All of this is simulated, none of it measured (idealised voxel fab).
Process module under the name voxel self aligned contacts
It is cross-section cut that appears here, measuring 280 nm in width, its square cells being 5 nm in size.
This document writes a cross-section as a grid whose cells are square, and gives it as bands, listed from the top down; one or more rows of cells form a band. Read a band's entry like this: the first values are the height of its top and the height of its bottom in nm, and what follows is the sequence of materials from left to right, each with its width in nm. Note that "blank" is empty space, and that a single material marked "edge to edge" reaches across the band from edge to edge. Height is counted from the level 0, under which the received wafer is composed throughout of one material. The lowest of the bands is not closed at the bottom but continues downward, in the notation "0 down". A width given as "30..40" starts at the first number in the band's top row and ends at the second number in its bottom row, shifting by an equal amount at every step from row to row. No cell of the cross-section changed in a step that is given as "nothing different". "Trapped voids": sealed empty spaces, 8 cells or more, no open way to top, listed width x height at distance, with distance from the left edge and width, height and distance in nm. Anything after a step's settings on that line? It's the simulator's own note about the step. A step's line can hold "overlay nm"; with a mask on that step, the setting says how far right of the planned place the mask lay, while a negative setting says it lay to the left.

List of planned process steps:
1. RECEIVE,material Si
2. CONFORMAL_DEP,material SiO2,thk nm 5
3. DIRECTIONAL_DEP,material polySi,thk nm 20
4. DIRECTIONAL_DEP,material SiN,thk nm 20
5. MASKED_ETCH,tone cover,mask id GATE,width nm 30,pitch nm 65,etch materials SiN,depth nm 20,overlay nm 0
6. MASKED_ETCH,tone cover,mask id GATE,width nm 30,pitch nm 65,etch materials polySi,depth nm 20,overlay nm 0
7. CONFORMAL_DEP,material SiN,thk nm 10
8. DIRECTIONAL_ETCH,etch materials SiN,depth nm 10
9. FILL_DEP,material SiO2,thk nm 15
10. CMP,height nm 50
11. PATTERN,tone open,mask id CONTACT,material resist,width nm 45,pitch nm 65,thk nm 15,overlay nm 0
12. DIRECTIONAL_ETCH,etch materials SiO2,depth nm 50
13. STRIP,etch materials resist
14. CONFORMAL_DEP,material TiN,thk nm 5
15. FILL_DEP,material Ru,thk nm 10
16. CMP,height nm 50
17. CONFORMAL_DEP,material SiN,thk nm 5

Cross-section, incoming material, after step 1:
0 down = Si edge to edge
Trapped voids: none

End state of the module in cross-section, given the above starting point and plan and one mistake in execution:
55 to 50 = SiN edge to edge
50 to 40 = SiO2 85 nm / TiN 5 nm / Ru 35 nm / TiN 5 nm / SiO2 20 nm / TiN 5 nm / Ru 35 nm / TiN 5 nm / SiO2 85 nm
40 to 35 = SiO2 85 nm / TiN 10 nm / Ru 25 nm / TiN 10 nm / SiO2 20 nm / TiN 10 nm / Ru 25 nm / TiN 10 nm / SiO2 85 nm
35 to 25 = SiO2 60 nm / SiN 30 nm / TiN 5 nm / Ru 25 nm / TiN 5 nm / SiN 30 nm / TiN 5 nm / Ru 25 nm / TiN 5 nm / SiN 30 nm / SiO2 60 nm
25 to 5 = SiO2 60 nm / polySi 30 nm / TiN 5 nm / Ru 25 nm / TiN 5 nm / polySi 30 nm / TiN 5 nm / Ru 25 nm / TiN 5 nm / polySi 30 nm / SiO2 60 nm
5 to 0 = SiO2 90 nm / TiN 35 nm / SiO2 30 nm / TiN 35 nm / SiO2 90 nm
0 down = Si edge to edge
Trapped voids: none
Run error: plan step 7 skipped
